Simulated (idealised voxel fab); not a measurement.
process module | voxel gate over fins
cross-section cut | 300 nm wide | cells 5 nm
A cross-section is a grid of square cells, given in bands from the top down. A band is one or more rows of cells.
Each band's line starts with the height of the band's top and of its bottom, in nm. Then come its materials from left to right, each with its width in nm. One material with "throughout" fills the band from edge to edge. "air" is empty space.
Height 0 is the level under which the wafer as received is all one material. The lowest band goes on downwards, as in "0 down".
A width such as "30 to 40" changes by the same amount from each row of cells to the next, from the band's top row to its bottom row.
"no change" after a step means that no cell of the cross-section changed.
closed voids: empty space of 8 cells or more with no open way to the top, each as width x height at its distance from the left edge, in nm
after a step's settings: what the simulator itself notes on the step
overlay nm, on a step with a mask: how far to the right of its planned place the mask lay; to the left if negative
Each pair below shows a cross-section before one step and the cross-section after it, down to the lowest band that changed. The line under each pair gives the step between them, with its settings. The pairs can come from different runs of this module on the same starting wafer, so a pair continues from the pair above only where its "before" says so.
before
  5 to 0: SiN 60 | air 15 | SiN 40 | air 15 | SiN 40 | air 15 | SiN 40 | air 15 | SiN 60
  0 to -5: Si 55 | SiO2 25 | Si 30 | SiO2 25 | Si 30 | SiO2 25 | Si 30 | SiO2 25 | Si 55
  -5 down: Si throughout
  closed voids: none
after
  15 to 5: SiO2 throughout
  5 to 0: SiN 60 | SiO2 15 | SiN 40 | SiO2 15 | SiN 40 | SiO2 15 | SiN 40 | SiO2 15 | SiN 60
  below 0: unchanged
  closed voids: none
the step between: op FILL_DEP | material SiO2 | thk nm 10
before: the cross-section after the pair above
after
  5 to 0: SiN 60 | SiO2 15 | SiN 40 | SiO2 15 | SiN 40 | SiO2 15 | SiN 40 | SiO2 15 | SiN 60
  below 0: unchanged
  closed voids: none
the step between: op CMP | height nm 5
before: the cross-section after the pair above
after
  15 to 5: aC throughout
  below 5: unchanged
  closed voids: none
the step between: op DIRECTIONAL_DEP | material aC | thk nm 10
before: the cross-section after the pair above
after
  40 to 15: resist 85 | air 15 | resist 200
  below 15: unchanged
  closed voids: none
the step between: op PATTERN | tone open | mask id RAIL | material resist | width nm 15 | thk nm 25 | overlay nm 0
before: the cross-section after the pair above
after
  30 to 15: resist 85 | air 15 | resist 200
  15 to 5: aC 85 | air 15 | aC 200
  below 5: unchanged
  closed voids: none
the step between: op DIRECTIONAL_ETCH | etch materials aC | depth nm 10
before: the cross-section after the pair above
after
  15 to 5: aC 85 | air 15 | aC 200
  below 5: unchanged
  closed voids: none
the step between: op STRIP | etch materials resist
before: the cross-section after the pair above
after
  5 to 0: SiN 60 | SiO2 15 | SiN 40 | SiO2 15 | SiN 40 | SiO2 15 | SiN 40 | SiO2 15 | SiN 60
  below 0: unchanged
  closed voids: none
the step between: op STRIP | etch materials aC
before: the cross-section after the pair above
after
  10 to 5: TiN throughout
  below 5: unchanged
  closed voids: none
the step between: op CONFORMAL_DEP | material TiN | thk nm 5
before: the cross-section after the pair above
after
  20 to 10: W throughout
  below 10: unchanged
  closed voids: none
the step between: op FILL_DEP | material W | thk nm 10
before: the cross-section after the pair above
after
  5 to 0: SiN 60 | SiO2 15 | SiN 40 | SiO2 15 | SiN 40 | SiO2 15 | SiN 40 | SiO2 15 | SiN 60
  below 0: unchanged
  closed voids: none
the step between: op CMP | height nm 5
before: the cross-section after the pair above
after
  10 to 5: SiO2 throughout
  below 5: unchanged
  closed voids: none
the step between: op FILL_DEP | material SiO2 | thk nm 5
before: the cross-section after the pair above
after
  5 to 0: SiN 60 | SiO2 15 | SiN 40 | SiO2 15 | SiN 40 | SiO2 15 | SiN 40 | SiO2 15 | SiN 60
  below 0: unchanged
  closed voids: none
the step between: op CMP | height nm 5
before: the cross-section after the pair above
after
  5 to 0: SiN 60 | air 15 | SiN 40 | air 15 | SiN 40 | air 15 | SiN 40 | air 15 | SiN 60
  0 to -5: Si 55 | air 25 | Si 30 | air 25 | Si 30 | air 25 | Si 30 | air 25 | Si 55
  below -5: unchanged
  closed voids: none
the step between: op SELECTIVE_ETCH | etch materials SiO2 | depth nm 15
before: the cross-section after the pair above
after
  0 to -5: Si 55 | air 25 | Si 30 | air 25 | Si 30 | air 25 | Si 30 | air 25 | Si 55
  below -5: unchanged
  closed voids: none
the step between: op STRIP | etch materials SiN
before: the cross-section after the pair above
after
  5 to 0: HfO2 60 | air 15 | HfO2 40 | air 15 | HfO2 40 | air 15 | HfO2 40 | air 15 | HfO2 60
  0 to -5: Si 55 | HfO2 25 | Si 30 | HfO2 25 | Si 30 | HfO2 25 | Si 30 | HfO2 25 | Si 55
  below -5: unchanged
  closed voids: none
the step between: op CONFORMAL_DEP | material HfO2 | thk nm 5
before: the cross-section after the pair above
after
  10 to 5: TiN 65 | air 5 | TiN 50 | air 5 | TiN 50 | air 5 | TiN 50 | air 5 | TiN 65
  5 to 0: HfO2 60 | TiN 15 | HfO2 40 | TiN 15 | HfO2 40 | TiN 15 | HfO2 40 | TiN 15 | HfO2 60
  below 0: unchanged
  closed voids: none
the step between: op CONFORMAL_DEP | material TiN | thk nm 5
before: the cross-section after the pair above
after
  15 to 10: TiAl throughout
  10 to 5: TiN 65 | TiAl 5 | TiN 50 | TiAl 5 | TiN 50 | TiAl 5 | TiN 50 | TiAl 5 | TiN 65
  below 5: unchanged
  closed voids: none
the step between: op CONFORMAL_DEP | material TiAl | thk nm 5
before: the cross-section after the pair above
after
  20 to 15: TiN throughout
  below 15: unchanged
  closed voids: none
the step between: op CONFORMAL_DEP | material TiN | thk nm 5
before: the cross-section after the pair above
after
  35 to 20: W throughout
  below 20: unchanged
  closed voids: none
the step between: op FILL_DEP | material W | thk nm 15
before: the cross-section after the pair above
after
  30 to 20: W throughout
  below 20: unchanged
  closed voids: none
the step between: op CMP | height nm 30
before: the cross-section after the pair above
after
  35 to 30: SiN throughout
  below 30: unchanged
  closed voids: none
the step between: op CONFORMAL_DEP | material SiN | thk nm 5
